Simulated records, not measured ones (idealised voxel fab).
The document below concerns the process module designated voxel self aligned vias.
The cross-section shown here is cut; it is 225 nm wide and divided into square cells measuring 5 nm on a side.
The cross-sections in this document take the form of a grid made of square cells. They are written out as bands, in order from top to bottom. Each band consists of one or more rows of cells. For a band, the entry starts with two heights in nm, that of the top and then that of the bottom, and carries on with the band's materials in order from left to right, each alongside its width in nm; the word "full width" beside a single material means it fills the band edge to edge, and "empty" means empty space. The reference from which all heights are counted is 0, the level beneath which the as-received wafer is entirely one material; the lowest band, having no lower bound, proceeds downward and is written after the example "z 0 and below". The notation "30..40" denotes a width that varies across the rows of cells in the band, beginning at the first number in the top row, finishing at the second number in the bottom row, and changing by an identical amount from each row to the next. For the purposes of this document, the phrase "remained unchanged" attached to a step denotes that no cell within the cross-section was modified by that step. This entry, "Closed empty spaces", enumerates those empty regions of no fewer than 8 cells that possess no open connection to the top. Each region is reported in the form width x height at distance, the distance being taken from the left edge, with all three quantities expressed in nm. Past the settings on a step's line: simulator remark, on that step. overlay nm: how far to the right of its planned place the mask lay on this masked step (negative: to the left).
List of planned process steps:
1) RECEIVE with material Si
2) CONFORMAL_DEP with material SiO2, thk nm 10
3) CONFORMAL_DEP with material SiCN, thk nm 5
4) DIRECTIONAL_DEP with material SiO2, thk nm 20
5) MASKED_ETCH with tone open, mask id LINES, width nm 30, pitch nm 70, etch materials SiO2, depth nm 20, overlay nm -10
6) CONFORMAL_DEP with material TiN, thk nm 5
7) FILL_DEP with material W, thk nm 5
8) CMP with height nm 35
9) SELECTIVE_ETCH with etch materials W Ru TiN, depth nm 10
10) FILL_DEP with material SiN, thk nm 5
11) CMP with height nm 35
12) DIRECTIONAL_DEP with material SiO2, thk nm 20
13) DIRECTIONAL_DEP with material aC, thk nm 10
14) PATTERN with tone open, mask id VIAS, material resist, width nm 40, pitch nm 140, thk nm 25, overlay nm 0
15) DIRECTIONAL_ETCH with etch materials aC, depth nm 10
16) STRIP with etch materials resist
17) DIRECTIONAL_ETCH with etch materials SiO2, depth nm 20
18) DIRECTIONAL_ETCH with etch materials SiN, depth nm 10
19) STRIP with etch materials aC
20) CONFORMAL_DEP with material TiN, thk nm 5
21) FILL_DEP with material Ru, thk nm 5
22) CMP with height nm 55
23) CONFORMAL_DEP with material SiCN, thk nm 5
What sets these wafers apart? The overlay nm at step 5. They all start alike, and the plan carries the first wafer's value.
Cut through the first of several wafers as received, post step 1:
  z 0 and below | Si full width
  Closed empty spaces: none
Cross-sectional representation of the first of several wafers at the end of the module, i.e. after its terminal step, step 23:
  z 60 to 55 | SiCN full width
  z 55 to 40 | 20 SiO2; 5 TiN; 30 Ru; 5 TiN; 100 SiO2; 5 TiN; 30 Ru; 5 TiN; 25 SiO2
  z 40 to 35 | 20 SiO2; 5 TiN; 15 Ru; 20 TiN; 100 SiO2; 5 TiN; 15 Ru; 20 TiN; 25 SiO2
  z 35 to 30 | 15 SiO2; 5 SiN; 5 TiN; 15 Ru; 5 TiN; 40 SiO2; 30 SiN; 40 SiO2; 5 SiN; 5 TiN; 15 Ru; 5 TiN; 40 SiO2
  z 30 to 25 | 15 SiO2; 5 SiN; 25 TiN; 40 SiO2; 30 SiN; 40 SiO2; 5 SiN; 25 TiN; 40 SiO2
  z 25 to 20 | 15 SiO2; 5 TiN; 20 W; 5 TiN; 40 SiO2; 5 TiN; 20 W; 5 TiN; 40 SiO2; 5 TiN; 20 W; 5 TiN; 40 SiO2
  z 20 to 15 | 15 SiO2; 30 TiN; 40 SiO2; 30 TiN; 40 SiO2; 30 TiN; 40 SiO2
  z 15 to 10 | SiCN full width
  z 10 to 0 | SiO2 full width
  z 0 and below | Si full width
  Closed empty spaces: none
Last wafer at the end:
  z 60 to 55 | SiCN full width
  z 55 to 40 | 20 SiO2; 5 TiN; 30 Ru; 5 TiN; 100 SiO2; 5 TiN; 30 Ru; 5 TiN; 25 SiO2
  z 40 to 35 | 20 SiO2; 25 TiN; 10 Ru; 5 TiN; 100 SiO2; 25 TiN; 10 Ru; 5 TiN; 25 SiO2
  z 35 to 30 | 40 SiO2; 5 TiN; 10 Ru; 5 TiN; 10 SiN; 40 SiO2; 30 SiN; 40 SiO2; 5 TiN; 10 Ru; 5 TiN; 10 SiN; 15 SiO2
  z 30 to 25 | 40 SiO2; 20 TiN; 10 SiN; 40 SiO2; 30 SiN; 40 SiO2; 20 TiN; 10 SiN; 15 SiO2
  z 25 to 20 | 40 SiO2; 5 TiN; 20 W; 5 TiN; 40 SiO2; 5 TiN; 20 W; 5 TiN; 40 SiO2; 5 TiN; 20 W; 5 TiN; 15 SiO2
  z 20 to 15 | 40 SiO2; 30 TiN; 40 SiO2; 30 TiN; 40 SiO2; 30 TiN; 15 SiO2
  z 15 to 10 | SiCN full width
  z 10 to 0 | SiO2 full width
  z 0 and below | Si full width
  Closed empty spaces: none
For your reference, the table is organized with a row per wafer; each row reflects the wafer at the end of the module, indicating for each material the cells gained (+) or lost (-) since receipt, and thereafter its closed voids:
overlay nm -10; +48 Ru; +90 SiCN; +16 SiN; +314 SiO2; +60 TiN; +12 W; Closed empty spaces: none
overlay nm -5; +52 Ru; +90 SiCN; +12 SiN; +314 SiO2; +60 TiN; +12 W; Closed empty spaces: none
overlay nm 0; +52 Ru; +90 SiCN; +12 SiN; +314 SiO2; +60 TiN; +12 W; Closed empty spaces: none
overlay nm 5; +52 Ru; +90 SiCN; +12 SiN; +314 SiO2; +60 TiN; +12 W; Closed empty spaces: none
overlay nm 10; +48 Ru; +90 SiCN; +16 SiN; +314 SiO2; +60 TiN; +12 W; Closed empty spaces: none
overlay nm 15; +44 Ru; +90 SiCN; +20 SiN; +314 SiO2; +60 TiN; +12 W; Closed empty spaces: none
